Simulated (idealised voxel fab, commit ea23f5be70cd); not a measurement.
Herein follows the process module entitled voxel gate over fins.
cross-section cut | 285 nm wide | cells 5 nm
If you're reading a cross-section in this doc, picture square cells in a grid; it comes to you as bands, top ones listed first down to the bottom, and a band can be one or more rows of cells. For a band, the entry starts with two heights in nm, that of the top and then that of the bottom, and carries on with the band's materials in order from left to right, each alongside its width in nm; the word "full width" beside a single material means it fills the band edge to edge, and "empty" means empty space. Note: height 0 marks the level under which the wafer is uniformly one material as received. Lowest band unbounded below, written "0..down". Width spec "30..40" -> top row of cells at first value, bottom row at second value, equal per-row change in between. "no alteration", as given for a step, is the statement that not any cell of the cross-section underwent a change during that step. The entry "closed voids" lists the empty spaces that cover at least 8 cells and have no open path to the top. Each is written as width x height at distance, where the distance is measured from the left edge and all three values are in nm. Read whatever lies past the settings on a step's line as the simulator's own remark about the step. overlay nm: how far to the right of its planned place the mask lay on this masked step (negative: to the left).

# Process steps - plan
1) RECEIVE with material Si
2) CONFORMAL_DEP with material SiN, thk nm 10
3) MASKED_ETCH with tone cover, mask id FINS, width nm 15, pitch nm 40, etch materials SiN, depth nm 10, overlay nm 0
4) MASKED_ETCH with tone cover, mask id FINS, width nm 15, pitch nm 40, etch materials Si, depth nm 40, overlay nm 0
5) OXIDIZE with depth nm 5
6) FILL_DEP with material SiO2, thk nm 10
7) CMP with height nm 10
8) SELECTIVE_ETCH with etch materials SiO2, depth nm 25
9) STRIP with etch materials SiN
10) CONFORMAL_DEP with material HfO2, thk nm 5
11) CONFORMAL_DEP with material TiN, thk nm 5
12) FILL_DEP with material W, thk nm 15
13) CMP with height nm 20
14) CONFORMAL_DEP with material SiN, thk nm 5

# First of two wafers: run as planned

# Wafer at receipt (post step 1), cross-section
0..down  Si full width
closed voids: none

# State of the wafer after step 2, shown in cross-section
10..0  SiN full width
Nothing below the height 0 has changed.

# State of the wafer after step 3, shown in cross-section
10..0  75 empty / 15 SiN / 25 empty / 15 SiN / 25 empty / 15 SiN / 25 empty / 15 SiN / 75 empty
Nothing below the height 0 has changed.

# State of the wafer after step 4, shown in cross-section
10..0  75 empty / 15 SiN / 25 empty / 15 SiN / 25 empty / 15 SiN / 25 empty / 15 SiN / 75 empty
0..-40  75 empty / 15 Si / 25 empty / 15 Si / 25 empty / 15 Si / 25 empty / 15 Si / 75 empty
Nothing below the height -40 has changed.

# State of the wafer after step 5, shown in cross-section
10..0  75 empty / 15 SiN / 25 empty / 15 SiN / 25 empty / 15 SiN / 25 empty / 15 SiN / 75 empty
0..-40  75 empty / 5 SiO2 / 5 Si / 5 SiO2 / 25 empty / 5 SiO2 / 5 Si / 5 SiO2 / 25 empty / 5 SiO2 / 5 Si / 5 SiO2 / 25 empty / 5 SiO2 / 5 Si / 5 SiO2 / 75 empty
-40..-45  80 SiO2 / 5 Si / 35 SiO2 / 5 Si / 35 SiO2 / 5 Si / 35 SiO2 / 5 Si / 80 SiO2
Nothing below the height -45 has changed.

# State of the wafer after step 6, shown in cross-section
20..10  SiO2 full width
10..0  75 SiO2 / 15 SiN / 25 SiO2 / 15 SiN / 25 SiO2 / 15 SiN / 25 SiO2 / 15 SiN / 75 SiO2
0..-45  80 SiO2 / 5 Si / 35 SiO2 / 5 Si / 35 SiO2 / 5 Si / 35 SiO2 / 5 Si / 80 SiO2
Nothing below the height -45 has changed.

# State of the wafer after step 7, shown in cross-section
10..0  75 SiO2 / 15 SiN / 25 SiO2 / 15 SiN / 25 SiO2 / 15 SiN / 25 SiO2 / 15 SiN / 75 SiO2
Nothing below the height 0 has changed.

# State of the wafer after step 8, shown in cross-section
10..0  75 empty / 15 SiN / 25 empty / 15 SiN / 25 empty / 15 SiN / 25 empty / 15 SiN / 75 empty
0..-15  80 empty / 5 Si / 35 empty / 5 Si / 35 empty / 5 Si / 35 empty / 5 Si / 80 empty
Nothing below the height -15 has changed.

# State of the wafer after step 9, shown in cross-section
0..-15  80 empty / 5 Si / 35 empty / 5 Si / 35 empty / 5 Si / 35 empty / 5 Si / 80 empty
Nothing below the height -15 has changed.

# State of the wafer after step 10, shown in cross-section
5..0  75 empty / 15 HfO2 / 25 empty / 15 HfO2 / 25 empty / 15 HfO2 / 25 empty / 15 HfO2 / 75 empty
0..-10  75 empty / 5 HfO2 / 5 Si / 5 HfO2 / 25 empty / 5 HfO2 / 5 Si / 5 HfO2 / 25 empty / 5 HfO2 / 5 Si / 5 HfO2 / 25 empty / 5 HfO2 / 5 Si / 5 HfO2 / 75 empty
-10..-15  80 HfO2 / 5 Si / 35 HfO2 / 5 Si / 35 HfO2 / 5 Si / 35 HfO2 / 5 Si / 80 HfO2
Nothing below the height -15 has changed.

# State of the wafer after step 11, shown in cross-section
10..5  70 empty / 25 TiN / 15 empty / 25 TiN / 15 empty / 25 TiN / 15 empty / 25 TiN / 70 empty
5..0  70 empty / 5 TiN / 15 HfO2 / 5 TiN / 15 empty / 5 TiN / 15 HfO2 / 5 TiN / 15 empty / 5 TiN / 15 HfO2 / 5 TiN / 15 empty / 5 TiN / 15 HfO2 / 5 TiN / 70 empty
0..-5  70 empty / 5 TiN / 5 HfO2 / 5 Si / 5 HfO2 / 5 TiN / 15 empty / 5 TiN / 5 HfO2 / 5 Si / 5 HfO2 / 5 TiN / 15 empty / 5 TiN / 5 HfO2 / 5 Si / 5 HfO2 / 5 TiN / 15 empty / 5 TiN / 5 HfO2 / 5 Si / 5 HfO2 / 5 TiN / 70 empty
-5..-10  75 TiN / 5 HfO2 / 5 Si / 5 HfO2 / 25 TiN / 5 HfO2 / 5 Si / 5 HfO2 / 25 TiN / 5 HfO2 / 5 Si / 5 HfO2 / 25 TiN / 5 HfO2 / 5 Si / 5 HfO2 / 75 TiN
Nothing below the height -10 has changed.

# State of the wafer after step 12, shown in cross-section
25..10  W full width
10..5  70 W / 25 TiN / 15 W / 25 TiN / 15 W / 25 TiN / 15 W / 25 TiN / 70 W
5..0  70 W / 5 TiN / 15 HfO2 / 5 TiN / 15 W / 5 TiN / 15 HfO2 / 5 TiN / 15 W / 5 TiN / 15 HfO2 / 5 TiN / 15 W / 5 TiN / 15 HfO2 / 5 TiN / 70 W
0..-5  70 W / 5 TiN / 5 HfO2 / 5 Si / 5 HfO2 / 5 TiN / 15 W / 5 TiN / 5 HfO2 / 5 Si / 5 HfO2 / 5 TiN / 15 W / 5 TiN / 5 HfO2 / 5 Si / 5 HfO2 / 5 TiN / 15 W / 5 TiN / 5 HfO2 / 5 Si / 5 HfO2 / 5 TiN / 70 W
Nothing below the height -5 has changed.

# State of the wafer after step 13, shown in cross-section
20..10  W full width
Nothing below the height 10 has changed.

# State of the wafer after step 14, shown in cross-section
25..20  SiN full width
Nothing below the height 20 has changed.

# Second of two: same start, same plan, one run error; steps up to and including 2 match the first

# Second wafer, sectioned view, at step 3's planned end time
10..0  75 empty / 20 SiN / 20 empty / 20 SiN / 20 empty / 20 SiN / 20 empty / 20 SiN / 70 empty
Nothing below the height 0 has changed.

# Second wafer, sectioned view, at step 4's planned end time
10..0  75 empty / 20 SiN / 20 empty / 20 SiN / 20 empty / 20 SiN / 20 empty / 20 SiN / 70 empty
0..-40  75 empty / 20 Si / 20 empty / 20 Si / 20 empty / 20 Si / 20 empty / 20 Si / 70 empty
Nothing below the height -40 has changed.

# Second wafer, sectioned view, at step 5's planned end time
10..0  75 empty / 20 SiN / 20 empty / 20 SiN / 20 empty / 20 SiN / 20 empty / 20 SiN / 70 empty
0..-40  75 empty / 5 SiO2 / 10 Si / 5 SiO2 / 20 empty / 5 SiO2 / 10 Si / 5 SiO2 / 20 empty / 5 SiO2 / 10 Si / 5 SiO2 / 20 empty / 5 SiO2 / 10 Si / 5 SiO2 / 70 empty
-40..-45  80 SiO2 / 10 Si / 30 SiO2 / 10 Si / 30 SiO2 / 10 Si / 30 SiO2 / 10 Si / 75 SiO2
Nothing below the height -45 has changed.

# Second wafer, sectioned view, at step 6's planned end time
20..10  SiO2 full width
10..0  75 SiO2 / 20 SiN / 20 SiO2 / 20 SiN / 20 SiO2 / 20 SiN / 20 SiO2 / 20 SiN / 70 SiO2
0..-45  80 SiO2 / 10 Si / 30 SiO2 / 10 Si / 30 SiO2 / 10 Si / 30 SiO2 / 10 Si / 75 SiO2
Nothing below the height -45 has changed.

# Second wafer, sectioned view, at step 7's planned end time
10..0  75 SiO2 / 20 SiN / 20 SiO2 / 20 SiN / 20 SiO2 / 20 SiN / 20 SiO2 / 20 SiN / 70 SiO2
Nothing below the height 0 has changed.

# Second wafer, sectioned view, at step 8's planned end time
10..0  75 empty / 20 SiN / 20 empty / 20 SiN / 20 empty / 20 SiN / 20 empty / 20 SiN / 70 empty
0..-15  80 empty / 10 Si / 30 empty / 10 Si / 30 empty / 10 Si / 30 empty / 10 Si / 75 empty
Nothing below the height -15 has changed.

# Second wafer, sectioned view, at step 9's planned end time
0..-15  80 empty / 10 Si / 30 empty / 10 Si / 30 empty / 10 Si / 30 empty / 10 Si / 75 empty
Nothing below the height -15 has changed.

# Second wafer, sectioned view, at step 10's planned end time
5..0  75 empty / 20 HfO2 / 20 empty / 20 HfO2 / 20 empty / 20 HfO2 / 20 empty / 20 HfO2 / 70 empty
0..-10  75 empty / 5 HfO2 / 10 Si / 5 HfO2 / 20 empty / 5 HfO2 / 10 Si / 5 HfO2 / 20 empty / 5 HfO2 / 10 Si / 5 HfO2 / 20 empty / 5 HfO2 / 10 Si / 5 HfO2 / 70 empty
-10..-15  80 HfO2 / 10 Si / 30 HfO2 / 10 Si / 30 HfO2 / 10 Si / 30 HfO2 / 10 Si / 75 HfO2
Nothing below the height -15 has changed.

# Second wafer, sectioned view, at step 11's planned end time
10..5  70 empty / 30 TiN / 10 empty / 30 TiN / 10 empty / 30 TiN / 10 empty / 30 TiN / 65 empty
5..0  70 empty / 5 TiN / 20 HfO2 / 5 TiN / 10 empty / 5 TiN / 20 HfO2 / 5 TiN / 10 empty / 5 TiN / 20 HfO2 / 5 TiN / 10 empty / 5 TiN / 20 HfO2 / 5 TiN / 65 empty
0..-5  70 empty / 5 TiN / 5 HfO2 / 10 Si / 5 HfO2 / 5 TiN / 10 empty / 5 TiN / 5 HfO2 / 10 Si / 5 HfO2 / 5 TiN / 10 empty / 5 TiN / 5 HfO2 / 10 Si / 5 HfO2 / 5 TiN / 10 empty / 5 TiN / 5 HfO2 / 10 Si / 5 HfO2 / 5 TiN / 65 empty
-5..-10  75 TiN / 5 HfO2 / 10 Si / 5 HfO2 / 20 TiN / 5 HfO2 / 10 Si / 5 HfO2 / 20 TiN / 5 HfO2 / 10 Si / 5 HfO2 / 20 TiN / 5 HfO2 / 10 Si / 5 HfO2 / 70 TiN
Nothing below the height -10 has changed.

# Second wafer, sectioned view, at step 12's planned end time
25..10  W full width
10..5  70 W / 30 TiN / 10 W / 30 TiN / 10 W / 30 TiN / 10 W / 30 TiN / 65 W
5..0  70 W / 5 TiN / 20 HfO2 / 5 TiN / 10 W / 5 TiN / 20 HfO2 / 5 TiN / 10 W / 5 TiN / 20 HfO2 / 5 TiN / 10 W / 5 TiN / 20 HfO2 / 5 TiN / 65 W
0..-5  70 W / 5 TiN / 5 HfO2 / 10 Si / 5 HfO2 / 5 TiN / 10 W / 5 TiN / 5 HfO2 / 10 Si / 5 HfO2 / 5 TiN / 10 W / 5 TiN / 5 HfO2 / 10 Si / 5 HfO2 / 5 TiN / 10 W / 5 TiN / 5 HfO2 / 10 Si / 5 HfO2 / 5 TiN / 65 W
Nothing below the height -5 has changed.

# Second wafer, sectioned view, at step 13's planned end time
20..10  W full width
Nothing below the height 10 has changed.

# Second wafer, sectioned view, at step 14's planned end time
25..20  SiN full width
Nothing below the height 20 has changed.
Want to know what went wrong? step 3 was run on a setting that differed from the plan, and what really ran there is MASKED_ETCH with tone cover, mask id FINS, width nm 20, pitch nm 40, etch materials SiN, depth nm 10, overlay nm 0
The final cell counts differ between the wafers, with the second having more or fewer of some materials than the first: Si: 36 more | SiO2: 24 fewer | W: 12 fewer
